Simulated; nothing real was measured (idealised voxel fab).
Documented hereafter: the process module known as voxel self aligned contacts.
We display cut, a cross-section 235 nm in width whose square cells are each 5 nm.
Cross-section format: a grid of square cells, given as bands from top to bottom; each band is one or more rows of cells. First you get the band's top height and its bottom height, in nm, and then the materials it's made of, left to right, with each width in nm. If you see a single material with "edge to edge", that one covers the band edge to edge. "empty" is empty space. Height 0 is the level under which the wafer as received is all one material. The lowest band goes on downwards, as in "z 0 and below". A width given as "30 to 40" starts at the first number in the band's top row and ends at the second number in its bottom row, shifting by an equal amount at every step from row to row. Basically "same as before" means that step didn't change any cell in the cross-section. Empty spaces without an open route to the top, at least 8 cells in extent, make up the entry "Unvented internal voids"; each is given as width x height at distance, where the distance is measured from the left edge, and all are in nm. On each step's line, the part that comes after the settings is the simulator's own comment on the step. For masked steps, "overlay nm" on the step line gives how far right of plan the mask actually lay; a minus sign means it lay to the left.

Listed below are the process steps as planned:
1) RECEIVE (material Si)
2) CONFORMAL_DEP (material SiO2; thk nm 5)
3) DIRECTIONAL_DEP (material polySi; thk nm 30)
4) DIRECTIONAL_DEP (material SiN; thk nm 20)
5) DIRECTIONAL_DEP (material aC; thk nm 15)
6) PATTERN (tone cover; mask id GATE; material resist; width nm 25; pitch nm 75; thk nm 30; overlay nm 0)
7) DIRECTIONAL_ETCH (etch materials aC; depth nm 15)
8) STRIP (etch materials resist)
9) DIRECTIONAL_ETCH (etch materials SiN; depth nm 20)
10) DIRECTIONAL_ETCH (etch materials polySi; depth nm 30)
11) STRIP (etch materials aC)
12) CONFORMAL_DEP (material SiN; thk nm 10)
13) DIRECTIONAL_ETCH (etch materials SiN; depth nm 10)
14) FILL_DEP (material SiO2; thk nm 20)
15) CMP (height nm 65)
16) DIRECTIONAL_DEP (material aC; thk nm 15)
17) PATTERN (tone open; mask id CONTACT; material resist; width nm 50; pitch nm 75; thk nm 35; overlay nm 0)
18) DIRECTIONAL_ETCH (etch materials aC; depth nm 15)
19) STRIP (etch materials resist)
20) DIRECTIONAL_ETCH (etch materials SiO2; depth nm 65)
21) STRIP (etch materials aC)
22) CONFORMAL_DEP (material TiN; thk nm 5)
23) FILL_DEP (material W; thk nm 10)
24) CMP (height nm 65)
25) CONFORMAL_DEP (material SiCN; thk nm 5)
varied across the wafers: width nm of step 6. The plan shows the first wafer's value. All wafers start alike

Cut through the first of several wafers as received, post step 1:
    z 0 and below | Si edge to edge
    Unvented internal voids: none

Take any row and you have a wafer at the end of the module: how many cells of each material it has gained (+) or lost (-) since it was received, and then its closed voids:
width nm 25 | +47 SiCN | +180 SiN | +169 SiO2 | +68 TiN | +104 W | +90 polySi | Unvented internal voids: none
width nm 30 | +47 SiCN | +192 SiN | +161 SiO2 | +68 TiN | +82 W | +108 polySi | Unvented internal voids: none
width nm 35 | +47 SiCN | +204 SiN | +153 SiO2 | +68 TiN | +60 W | +126 polySi | Unvented internal voids: none
width nm 40 | +47 SiCN | +216 SiN | +145 SiO2 | +68 TiN | +38 W | +144 polySi | Unvented internal voids: none
width nm 45 | +47 SiCN | +228 SiN | +137 SiO2 | +68 TiN | +16 W | +162 polySi | Unvented internal voids: none
width nm 50 | +47 SiCN | +240 SiN | +129 SiO2 | +46 TiN | +16 W | +180 polySi | Unvented internal voids: none
